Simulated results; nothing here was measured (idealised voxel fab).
Process module under the name voxel self aligned vias
Each square cell in cross-section cut measures 5 nm, and the section as a whole is 160 nm wide.
In what follows, cross-sections appear as grids of square cells, described through bands that run from the top down, where every band is one or more rows of cells.
Band: top height; bottom height; in nm. Then, left to right: material with width in nm, for each material. "everywhere": a single material spanning edge to edge. "blank": empty space.
Heads up on the height convention: 0 is the point under which the incoming wafer is all one material, and the lowest band has no bottom, it just keeps going down, like "0 and below".
The width entry "30->40" should be interpreted row by row: the top row of cells in the band takes the first number, the bottom row takes the second number, and the change between adjacent rows is uniform throughout.
"no modifications" after a step means that no cell of the cross-section changed.
Listed in "Closed voids list": every empty space of 8 or more cells without an open way to the top. Form: width x height at distance, the distance being from the left edge, all in nm.
Anything after a step's settings on that line? It's the simulator's own note about the step.
overlay nm: for a step with a mask, the amount by which the mask lay right of where it was planned; a negative amount means left of it.
Process steps (planned)
step 1: RECEIVE with material Si
step 2: CONFORMAL_DEP with material SiO2, thk nm 15
step 3: CONFORMAL_DEP with material SiCN, thk nm 5
step 4: DIRECTIONAL_DEP with material lowk, thk nm 20
step 5: MASKED_ETCH with tone open, mask id LINES, width nm 20, pitch nm 45, etch materials lowk, depth nm 20, overlay nm 0
step 6: CONFORMAL_DEP with material TiN, thk nm 5
step 7: FILL_DEP with material W, thk nm 5
step 8: CMP with height nm 40
step 9: SELECTIVE_ETCH with etch materials W Ru TiN, depth nm 10
step 10: FILL_DEP with material SiN, thk nm 5
step 11: CMP with height nm 40
step 12: DIRECTIONAL_DEP with material lowk, thk nm 15
step 13: PATTERN with tone open, mask id VIAS, material resist, width nm 30, pitch nm 45, thk nm 20, overlay nm 0
step 14: DIRECTIONAL_ETCH with etch materials lowk, depth nm 15
step 15: DIRECTIONAL_ETCH with etch materials SiN, depth nm 10
step 16: STRIP with etch materials resist
step 17: CONFORMAL_DEP with material TiN, thk nm 5
step 18: FILL_DEP with material Ru, thk nm 5
step 19: CMP with height nm 55
step 20: CONFORMAL_DEP with material SiN, thk nm 5
Incoming wafer in cross-section (state: after step 1)
* 0 and below | Si everywhere
* Closed voids list: none
End-of-module cross-section of the first of two wafers, processed as planned
* 60 down to 55 | SiN everywhere
* 55 down to 45 | lowk 40 nm  TiN 5 nm  Ru 20 nm  TiN 5 nm  lowk 15 nm  TiN 5 nm  Ru 20 nm  TiN 5 nm  lowk 45 nm
* 45 down to 35 | lowk 40->45 nm  TiN 10->5 nm  Ru 10 nm  TiN 10->5 nm  lowk 15->25 nm  TiN 10->5 nm  Ru 10 nm  TiN 10->5 nm  lowk 45->50 nm
* 35 down to 30 | lowk 45 nm  TiN 20 nm  lowk 25 nm  TiN 20 nm  lowk 50 nm
* 30 down to 25 | lowk 45 nm  TiN 5 nm  W 10 nm  TiN 5 nm  lowk 25 nm  TiN 5 nm  W 10 nm  TiN 5 nm  lowk 50 nm
* 25 down to 20 | lowk 45 nm  TiN 20 nm  lowk 25 nm  TiN 20 nm  lowk 50 nm
* 20 down to 15 | SiCN everywhere
* 15 down to 0 | SiO2 everywhere
* 0 and below | Si everywhere
* Closed voids list: none
Cross-sectional view of the second of two wafers upon completion of the module. This wafer shared its starting condition and process plan with the first; one error was made during its execution
* 60 down to 55 | SiN everywhere
* 55 down to 45 | Ru 35 nm  TiN 5 nm  lowk 30 nm  TiN 5 nm  Ru 5 nm  TiN 5 nm  lowk 30 nm  TiN 5 nm  Ru 40 nm
* 45 down to 40 | TiN 40 nm  lowk 30 nm  TiN 15 nm  lowk 30 nm  TiN 45 nm
* 40 down to 30 | lowk 45 nm  SiN 20 nm  lowk 25 nm  SiN 20 nm  lowk 50 nm
* 30 down to 25 | lowk 45 nm  TiN 5 nm  W 10 nm  TiN 5 nm  lowk 25 nm  TiN 5 nm  W 10 nm  TiN 5 nm  lowk 50 nm
* 25 down to 20 | lowk 45 nm  TiN 20 nm  lowk 25 nm  TiN 20 nm  lowk 50 nm
* 20 down to 15 | SiCN everywhere
* 15 down to 0 | SiO2 everywhere
* 0 and below | Si everywhere
* Closed voids list: none
Nonconformance to the process plan: step 13 was not run as planned; what actually ran was PATTERN with tone cover, mask id VIAS, material resist, width nm 30, pitch nm 45, thk nm 20, overlay nm 0
Per the end-of-run cell counts, the second wafer holds more or fewer of some materials than the first: +8 Ru; +16 SiN; -24 lowk
